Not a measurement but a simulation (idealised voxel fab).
The following process module bears the name voxel wiring stack.
The cross-section on display is named cut; it measures 275 nm wide, and its cells are 5 nm squares.
A cross-section in this document is a grid of square cells, and it is written down as bands, the top band listed before the ones below it; a band is made up of one or more rows of cells. This entry defines a band. It first specifies the height of the band's top and the height of its bottom in nm, and then specifies the band's materials from left to right, stating each material with its width in nm. The word "everywhere" identifies a single material that fills the band from edge to edge, while the word "empty" identifies empty space. All heights in this document are referenced to 0, defined as the level beneath which the wafer, as received, consists entirely of one material. The lowest band is not bounded below; it extends indefinitely downward and is written in the form "0..down". A two-number width, for instance "30..40", indicates that the width is equal to the first number in the top row of the band and to the second number in the bottom row, and that it changes by a constant amount per row of cells. A step reported as "remains unaltered" is a step in which no cell of the cross-section changed. Enclosed voids (no open way to top), threshold 8 cells or more, entry "Enclosed cavities", notation width x height at distance, distance from left edge, nm. It should be noted that, on the line of a given step, the content following the step's settings is a remark produced by the simulator itself with respect to that step. overlay nm: where the mask lay relative to plan, measured to the right, on steps with a mask; negatives go left.
## Process steps (planned)
1,RECEIVE | material Si
2,CONFORMAL_DEP | material SiO2 | thk nm 10
3,DIRECTIONAL_DEP | material TiN | thk nm 5
4,DIRECTIONAL_DEP | material Ru | thk nm 20
5,DIRECTIONAL_DEP | material aC | thk nm 10
6,PATTERN | tone cover | mask id METAL_1 | material resist | width nm 25 | pitch nm 40 | thk nm 25 | overlay nm 0
7,DIRECTIONAL_ETCH | etch materials aC | depth nm 10
8,STRIP | etch materials resist
9,DIRECTIONAL_ETCH | etch materials Ru | depth nm 20
10,DIRECTIONAL_ETCH | etch materials TiN | depth nm 5
11,STRIP | etch materials aC
12,CONFORMAL_DEP | material SiN | thk nm 5
13,FILL_DEP | material lowk | thk nm 5
14,CMP | height nm 35
15,CONFORMAL_DEP | material SiCN | thk nm 5
16,DIRECTIONAL_DEP | material lowk | thk nm 20
17,PATTERN | tone open | mask id PLUG_1 | material resist | width nm 15 | pitch nm 80 | thk nm 20 | overlay nm 0
18,DIRECTIONAL_ETCH | etch materials lowk | depth nm 20
19,DIRECTIONAL_ETCH | etch materials SiCN | depth nm 5
20,STRIP | etch materials resist
21,EPI | material Ru | thk nm 10
22,EPI | material Ru | thk nm 10
23,EPI | material Ru | thk nm 5
24,DIRECTIONAL_DEP | material TiN | thk nm 5
25,DIRECTIONAL_DEP | material W | thk nm 25
26,DIRECTIONAL_DEP | material aC | thk nm 10
27,PATTERN | tone cover | mask id METAL_2 | material resist | width nm 25 | pitch nm 40 | thk nm 30 | overlay nm 0
28,DIRECTIONAL_ETCH | etch materials aC | depth nm 10
29,STRIP | etch materials resist
30,DIRECTIONAL_ETCH | etch materials W | depth nm 25
31,DIRECTIONAL_ETCH | etch materials TiN | depth nm 5
32,STRIP | etch materials aC
33,FILL_DEP | material lowk | thk nm 10
34,CMP | height nm 90
35,CONFORMAL_DEP | material SiN | thk nm 5
## Shown in cross-section is the wafer as received, that is, as it stands after step 1
  0..down: Si everywhere
  Enclosed cavities: none
## One mistake in running the module, otherwise start and plan as above: cross-section at the end
  85..80: SiN everywhere
  80..65: lowk 65; W 25; lowk 15; W 25; lowk 15; W 25; lowk 15; W 25; lowk 65
  65..60: lowk 65; TiN 25; lowk 15; TiN 25; lowk 15; TiN 25; lowk 15; TiN 25; lowk 65
  60..40: lowk 65; Ru 15; lowk 65; Ru 15; lowk 115
  40..35: SiCN 65; Ru 15; SiCN 65; Ru 15; SiCN 115
  35..15: lowk 60; SiN 5; Ru 25; SiN 5; lowk 5; SiN 5; Ru 25; SiN 5; lowk 5; SiN 5; Ru 25; SiN 5; lowk 5; SiN 5; Ru 25; SiN 5; lowk 60
  15..10: SiN 65; TiN 25; SiN 15; TiN 25; SiN 15; TiN 25; SiN 15; TiN 25; SiN 65
  10..0: SiO2 everywhere
  0..down: Si everywhere
  Enclosed cavities: none
It is concluded that the wafer was processed incorrectly with respect to the plan, in that step 34 ran differently from the plan; actual operation with settings: CMP | height nm 80
